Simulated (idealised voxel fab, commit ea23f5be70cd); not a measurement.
Name of the process module below: voxel transistor to metal
Each square cell in cross-section cut measures 5 nm, and the section as a whole is 215 nm wide.
A cross-section is a grid of square cells, given in bands from the top down. A band is one or more rows of cells. Basically the band line says how high the top is and how high the bottom is, in nm, and then what's in it from left to right, every material with its width in nm. Empty space shows up as "blank", and if a single material carries "all across" it runs the full band edge to edge. Height datum 0, below which the as-received substrate wafer is one material. Lowest band open at the bottom, running downward: "from 0 down". A width given as "30->40" starts at the first number in the band's top row and ends at the second number in its bottom row, shifting by an equal amount at every step from row to row. Step marked "no alteration"? Then no cell in the cross-section changed in it. Empty spaces counting at least 8 cells and having no open way to the top are listed in "Internal closed voids". The notation width x height at distance is used for each, the distance being from the left edge and all three values in nm. It should be noted that, on the line of a given step, the content following the step's settings is a remark produced by the simulator itself with respect to that step. The line of a step may include "overlay nm". On a step with a mask, this value is how far to the right of its planned place the mask lay. A negative value means the mask lay to the left.

-- Here's what the planned process steps look like
1. RECEIVE [material Si]
2. CONFORMAL_DEP [material SiO2] [thk nm 5]
3. CONFORMAL_DEP [material SiN] [thk nm 15]
4. PATTERN [tone cover] [mask id ACTIVE] [material resist] [width nm 95] [thk nm 20] [overlay nm 0]
5. DIRECTIONAL_ETCH [etch materials SiN] [depth nm 15]
6. DIRECTIONAL_ETCH [etch materials SiO2] [depth nm 5]
7. DIRECTIONAL_ETCH [etch materials Si] [depth nm 30]
8. STRIP [etch materials resist]
9. FILL_DEP [material SiO2] [thk nm 10]
10. CMP [height nm 20]
11. SELECTIVE_ETCH [etch materials SiO2] [depth nm 10]
12. STRIP [etch materials SiN]
13. SELECTIVE_ETCH [etch materials SiO2] [depth nm 5]
14. OXIDIZE [depth nm 5]
15. DIRECTIONAL_DEP [material polySi] [thk nm 20]
16. DIRECTIONAL_DEP [material SiCN] [thk nm 10]
17. DIRECTIONAL_DEP [material aC] [thk nm 15]
18. PATTERN [tone cover] [mask id GATE] [material resist] [width nm 25] [thk nm 35] [overlay nm 0]
19. DIRECTIONAL_ETCH [etch materials aC] [depth nm 15]
20. STRIP [etch materials resist]
21. DIRECTIONAL_ETCH [etch materials SiCN] [depth nm 20]
22. DIRECTIONAL_ETCH [etch materials polySi] [depth nm 30]
23. STRIP [etch materials aC]
24. CONFORMAL_DEP [material SiN] [thk nm 5]
25. DIRECTIONAL_ETCH [etch materials SiN] [depth nm 5]
26. DIRECTIONAL_ETCH [etch materials SiO2] [depth nm 5]
27. EPI [material nSi] [thk nm 5]
28. FILL_DEP [material SiO2] [thk nm 10]
29. CMP [height nm 30]
30. DIRECTIONAL_DEP [material SiO2] [thk nm 10]
31. MASKED_ETCH [tone open] [mask id CONTACT] [width nm 15] [pitch nm 70] [etch materials SiO2] [depth nm 40] [overlay nm 0]
32. CONFORMAL_DEP [material TiN] [thk nm 5]
33. FILL_DEP [material Ru] [thk nm 5]
34. CMP [height nm 40]
35. DIRECTIONAL_DEP [material TiN] [thk nm 5]
36. DIRECTIONAL_DEP [material W] [thk nm 20]
37. MASKED_ETCH [tone cover] [mask id METAL_1] [width nm 15] [pitch nm 70] [etch materials W] [depth nm 20] [overlay nm 0]
38. MASKED_ETCH [tone cover] [mask id METAL_1] [width nm 15] [pitch nm 70] [etch materials TiN] [depth nm 5] [overlay nm 0]
39. FILL_DEP [material SiO2] [thk nm 5]
40. CMP [height nm 65]
41. CONFORMAL_DEP [material SiN] [thk nm 5]

-- Below: the first of two wafers, run as planned

-- Cross-section: wafer on arrival = after step 1
	from 0 down | Si all across
	Internal closed voids: none

-- The wafer, seen in cross-section, after step 2
	from 5 to 0 | SiO2 all across
	Rest of section, below 0: as before.

-- The wafer, seen in cross-section, after step 3
	from 20 to 5 | SiN all across
	Rest of section, below 5: as before.

-- The wafer, seen in cross-section, after step 4
	from 40 to 20 | blank 60  resist 95  blank 60
	Rest of section, below 20: as before.

-- The wafer, seen in cross-section, after step 5
	from 40 to 20 | blank 60  resist 95  blank 60
	from 20 to 5 | blank 60  SiN 95  blank 60
	Rest of section, below 5: as before.

-- The wafer, seen in cross-section, after step 6
	from 40 to 20 | blank 60  resist 95  blank 60
	from 20 to 5 | blank 60  SiN 95  blank 60
	from 5 to 0 | blank 60  SiO2 95  blank 60
	Rest of section, below 0: as before.

-- The wafer, seen in cross-section, after step 7
	from 40 to 20 | blank 60  resist 95  blank 60
	from 20 to 5 | blank 60  SiN 95  blank 60
	from 5 to 0 | blank 60  SiO2 95  blank 60
	from 0 to -30 | blank 60  Si 95  blank 60
	Rest of section, below -30: as before.

-- The wafer, seen in cross-section, after step 8
	from 20 to 5 | blank 60  SiN 95  blank 60
	Rest of section, below 5: as before.

-- The wafer, seen in cross-section, after step 9
	from 30 to 20 | SiO2 all across
	from 20 to 5 | SiO2 60  SiN 95  SiO2 60
	from 5 to 0 | SiO2 all across
	from 0 to -30 | SiO2 60  Si 95  SiO2 60
	Rest of section, below -30: as before.

-- The wafer, seen in cross-section, after step 10
	from 20 to 5 | SiO2 60  SiN 95  SiO2 60
	Rest of section, below 5: as before.

-- The wafer, seen in cross-section, after step 11
	from 20 to 10 | blank 60  SiN 95  blank 60
	Rest of section, below 10: as before.

-- The wafer, seen in cross-section, after step 12
	from 10 to 5 | SiO2 60  blank 95  SiO2 60
	Rest of section, below 5: as before.

-- The wafer, seen in cross-section, after step 13
	from 5 to 0 | SiO2 55  blank 105  SiO2 55
	Rest of section, below 0: as before.

-- The wafer, seen in cross-section, after step 14
	from 5 to 0 | SiO2 55  blank 105  SiO2 55
	from 0 to -5 | SiO2 all across
	Rest of section, below -5: as before.

-- The wafer, seen in cross-section, after step 15
	from 25 to 20 | polySi 55  blank 105  polySi 55
	from 20 to 5 | polySi all across
	from 5 to 0 | SiO2 55  polySi 105  SiO2 55
	Rest of section, below 0: as before.

-- The wafer, seen in cross-section, after step 16
	from 35 to 30 | SiCN 55  blank 105  SiCN 55
	from 30 to 25 | SiCN all across
	from 25 to 20 | polySi 55  SiCN 105  polySi 55
	Rest of section, below 20: as before.

-- The wafer, seen in cross-section, after step 17
	from 50 to 45 | aC 55  blank 105  aC 55
	from 45 to 35 | aC all across
	from 35 to 30 | SiCN 55  aC 105  SiCN 55
	Rest of section, below 30: as before.

-- The wafer, seen in cross-section, after step 18
	from 85 to 50 | blank 95  resist 25  blank 95
	from 50 to 45 | aC 55  blank 40  resist 25  blank 40  aC 55
	Rest of section, below 45: as before.

-- The wafer, seen in cross-section, after step 19
	from 70 to 45 | blank 95  resist 25  blank 95
	from 45 to 35 | blank 95  aC 25  blank 95
	from 35 to 30 | SiCN 55  blank 40  aC 25  blank 40  SiCN 55
	Rest of section, below 30: as before.

-- The wafer, seen in cross-section, after step 20
	from 45 to 35 | blank 95  aC 25  blank 95
	Rest of section, below 35: as before.

-- The wafer, seen in cross-section, after step 21
	from 45 to 30 | blank 95  aC 25  blank 95
	from 30 to 25 | blank 95  SiCN 25  blank 95
	from 25 to 20 | polySi 55  blank 40  SiCN 25  blank 40  polySi 55
	Rest of section, below 20: as before.

-- The wafer, seen in cross-section, after step 22
	from 45 to 30 | blank 95  aC 25  blank 95
	from 30 to 20 | blank 95  SiCN 25  blank 95
	from 20 to 5 | blank 95  polySi 25  blank 95
	from 5 to 0 | SiO2 55  blank 40  polySi 25  blank 40  SiO2 55
	Rest of section, below 0: as before.

-- The wafer, seen in cross-section, after step 23
	from 30 to 20 | blank 95  SiCN 25  blank 95
	Rest of section, below 20: as before.

-- The wafer, seen in cross-section, after step 24
	from 35 to 30 | blank 90  SiN 35  blank 90
	from 30 to 20 | blank 90  SiN 5  SiCN 25  SiN 5  blank 90
	from 20 to 10 | blank 90  SiN 5  polySi 25  SiN 5  blank 90
	from 10 to 5 | SiN 60  blank 30  SiN 5  polySi 25  SiN 5  blank 30  SiN 60
	from 5 to 0 | SiO2 55  SiN 40  polySi 25  SiN 40  SiO2 55
	Rest of section, below 0: as before.

-- The wafer, seen in cross-section, after step 25
	from 30 to 20 | blank 90  SiN 5  SiCN 25  SiN 5  blank 90
	from 20 to 5 | blank 90  SiN 5  polySi 25  SiN 5  blank 90
	from 5 to 0 | SiO2 55  SiN 5  blank 30  SiN 5  polySi 25  SiN 5  blank 30  SiN 5  SiO2 55
	Rest of section, below 0: as before.

-- The wafer, seen in cross-section, after step 26
	from 30 to 20 | blank 90  SiN 5  SiCN 25  SiN 5  blank 90
	from 20 to 5 | blank 90  SiN 5  polySi 25  SiN 5  blank 90
	from 5 to 0 | blank 55  SiN 5  blank 30  SiN 5  polySi 25  SiN 5  blank 30  SiN 5  blank 55
	from 0 to -5 | SiO2 60  blank 30  SiO2 35  blank 30  SiO2 60
	Rest of section, below -5: as before.

-- The wafer, seen in cross-section, after step 27
	from 30 to 20 | blank 90  SiN 5  SiCN 25  SiN 5  blank 90
	from 20 to 5 | blank 90  SiN 5  polySi 25  SiN 5  blank 90
	from 5 to 0 | blank 55  SiN 5  blank 30  SiN 5  polySi 25  SiN 5  blank 30  SiN 5  blank 55
	from 0 to -5 | SiO2 60  nSi 30  SiO2 35  nSi 30  SiO2 60
	Rest of section, below -5: as before.

-- The wafer, seen in cross-section, after step 28
	from 40 to 30 | SiO2 all across
	from 30 to 20 | SiO2 90  SiN 5  SiCN 25  SiN 5  SiO2 90
	from 20 to 5 | SiO2 90  SiN 5  polySi 25  SiN 5  SiO2 90
	from 5 to 0 | SiO2 55  SiN 5  SiO2 30  SiN 5  polySi 25  SiN 5  SiO2 30  SiN 5  SiO2 55
	Rest of section, below 0: as before.

-- The wafer, seen in cross-section, after step 29
	from 30 to 20 | SiO2 90  SiN 5  SiCN 25  SiN 5  SiO2 90
	Rest of section, below 20: as before.

-- The wafer, seen in cross-section, after step 30
	from 40 to 30 | SiO2 all across
	Rest of section, below 30: as before.

-- The wafer, seen in cross-section, after step 31
	from 40 to 30 | SiO2 65  blank 15  SiO2 55  blank 15  SiO2 65
	from 30 to 20 | SiO2 65  blank 15  SiO2 10  SiN 5  SiCN 25  SiN 5  SiO2 10  blank 15  SiO2 65
	from 20 to 5 | SiO2 65  blank 15  SiO2 10  SiN 5  polySi 25  SiN 5  SiO2 10  blank 15  SiO2 65
	from 5 to 0 | SiO2 55  SiN 5  SiO2 5  blank 15  SiO2 10  SiN 5  polySi 25  SiN 5  SiO2 10  blank 15  SiO2 5  SiN 5  SiO2 55
	Rest of section, below 0: as before.

-- The wafer, seen in cross-section, after step 32
	from 45 to 40 | TiN 70  blank 5  TiN 65  blank 5  TiN 70
	from 40 to 30 | SiO2 65  TiN 5  blank 5  TiN 5  SiO2 55  TiN 5  blank 5  TiN 5  SiO2 65
	from 30 to 20 | SiO2 65  TiN 5  blank 5  TiN 5  SiO2 10  SiN 5  SiCN 25  SiN 5  SiO2 10  TiN 5  blank 5  TiN 5  SiO2 65
	from 20 to 5 | SiO2 65  TiN 5  blank 5  TiN 5  SiO2 10  SiN 5  polySi 25  SiN 5  SiO2 10  TiN 5  blank 5  TiN 5  SiO2 65
	from 5 to 0 | SiO2 55  SiN 5  SiO2 5  TiN 15  SiO2 10  SiN 5  polySi 25  SiN 5  SiO2 10  TiN 15  SiO2 5  SiN 5  SiO2 55
	Rest of section, below 0: as before.

-- The wafer, seen in cross-section, after step 33
	from 50 to 45 | Ru all across
	from 45 to 40 | TiN 70  Ru 5  TiN 65  Ru 5  TiN 70
	from 40 to 30 | SiO2 65  TiN 5  Ru 5  TiN 5  SiO2 55  TiN 5  Ru 5  TiN 5  SiO2 65
	from 30 to 20 | SiO2 65  TiN 5  Ru 5  TiN 5  SiO2 10  SiN 5  SiCN 25  SiN 5  SiO2 10  TiN 5  Ru 5  TiN 5  SiO2 65
	from 20 to 5 | SiO2 65  TiN 5  Ru 5  TiN 5  SiO2 10  SiN 5  polySi 25  SiN 5  SiO2 10  TiN 5  Ru 5  TiN 5  SiO2 65
	Rest of section, below 5: as before.

-- The wafer, seen in cross-section, after step 34
	from 40 to 30 | SiO2 65  TiN 5  Ru 5  TiN 5  SiO2 55  TiN 5  Ru 5  TiN 5  SiO2 65
	Rest of section, below 30: as before.

-- The wafer, seen in cross-section, after step 35
	from 45 to 40 | TiN all across
	Rest of section, below 40: as before.

-- The wafer, seen in cross-section, after step 36
	from 65 to 45 | W all across
	Rest of section, below 45: as before.

-- The wafer, seen in cross-section, after step 37
	from 65 to 45 | blank 65  W 15  blank 55  W 15  blank 65
	Rest of section, below 45: as before.

-- The wafer, seen in cross-section, after step 38
	from 65 to 45 | blank 65  W 15  blank 55  W 15  blank 65
	from 45 to 40 | blank 65  TiN 15  blank 55  TiN 15  blank 65
	Rest of section, below 40: as before.

-- The wafer, seen in cross-section, after step 39
	from 70 to 65 | SiO2 all across
	from 65 to 45 | SiO2 65  W 15  SiO2 55  W 15  SiO2 65
	from 45 to 40 | SiO2 65  TiN 15  SiO2 55  TiN 15  SiO2 65
	Rest of section, below 40: as before.

-- The wafer, seen in cross-section, after step 40
	from 65 to 45 | SiO2 65  W 15  SiO2 55  W 15  SiO2 65
	Rest of section, below 45: as before.

-- The wafer, seen in cross-section, after step 41
	from 70 to 65 | SiN all across
	Rest of section, below 65: as before.

-- What follows concerns the second wafer, which started out like the first and was meant to follow the very same plan; one mistake crept in when it was run, but everything up to and including step 39 is the same as for the first wafer

-- Look at the second wafer in cross-section at the time step 40 ought to have finished
	from 55 to 45 | SiO2 65  W 15  SiO2 55  W 15  SiO2 65
	Rest of section, below 45: as before.

-- Look at the second wafer in cross-section at the time step 41 ought to have finished
	from 60 to 55 | SiN all across
	Rest of section, below 55: as before.
Diagnosis: step 40 ran as: CMP [height nm 55]
Bottom line after processing is that, in cells, the second wafer is up or down on some materials versus the first: -74 SiO2; -12 W
